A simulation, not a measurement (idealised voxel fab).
Title: Process Module voxel released beams
It is cross-section cut that appears here, measuring 290 nm in width, its square cells being 5 nm in size.
For the purposes of this document, a cross-section shall be understood as a grid of square cells, specified as bands listed in top-to-bottom order, each band consisting of one or more rows of cells.
Band: top height; bottom height; in nm. Then, left to right: material with width in nm, for each material. "all across": a single material spanning edge to edge. "air": empty space.
Heights are reckoned from 0. Under this level, the received wafer is all of one material. The bottommost band is open-ended downward, for example "0 nm and below".
Width spec "30 to 40" -> top row of cells at first value, bottom row at second value, equal per-row change in between.
"changes: none", as given for a step, is the statement that not any cell of the cross-section underwent a change during that step.
"Enclosed void inventory" enumerates empty spaces isolated from the top, with no open way to it, that contain at least 8 cells, giving each as width x height at distance from the left edge, all three in nm.
Text after the settings on a step's line: the simulator's own remark on that step.
"overlay nm" on a masked step: distance the mask lay right of its planned place, negative for left.
These are the steps we planned for the process:
1) RECEIVE,material Si
2) CONFORMAL_DEP,material Al2O3,thk nm 10
3) DIRECTIONAL_DEP,material SiO2,thk nm 10
4) PATTERN,tone open,mask id ANCHOR,material resist,width nm 25,thk nm 20,overlay nm 0
5) DIRECTIONAL_ETCH,etch materials SiO2,depth nm 10
6) STRIP,etch materials resist
7) CONFORMAL_DEP,material SiN,thk nm 10
8) MASKED_ETCH,tone cover,mask id BEAM,width nm 80,etch materials SiN,depth nm 10,overlay nm 0
9) STRIP,etch materials SiO2
Incoming wafer, cross-sectional view, post step 1:
* 0 nm and below  Si all across
* Enclosed void inventory: none
As-planned run: cross-section of the first of two wafers at end of module:
* 30 nm to 20 nm  air: 100; SiN: 15; air: 5; SiN: 60; air: 110
* 20 nm to 10 nm  air: 105; SiN: 25; air: 160
* 10 nm to 0 nm  Al2O3 all across
* 0 nm and below  Si all across
* Enclosed void inventory: none
Same start, same plan as the first wafer - but one mistake in the run. Cross-section of the second of the two at the end of the module:
* 25 nm to 20 nm  air: 100; SiN: 15; air: 5; SiN: 60; air: 110
* 20 nm to 10 nm  air: 100 to 105; SiN: 80 to 25; air: 110 to 160
* 10 nm to 0 nm  Al2O3 all across
* 0 nm and below  Si all across
* Enclosed void inventory: none
The mistake made against the process plan was this: planned and actual differ for step 3; actual: DIRECTIONAL_DEP,material SiO2,thk nm 5
The second wafer ends with more or fewer cells of some materials than the first, per final count: -4 SiN
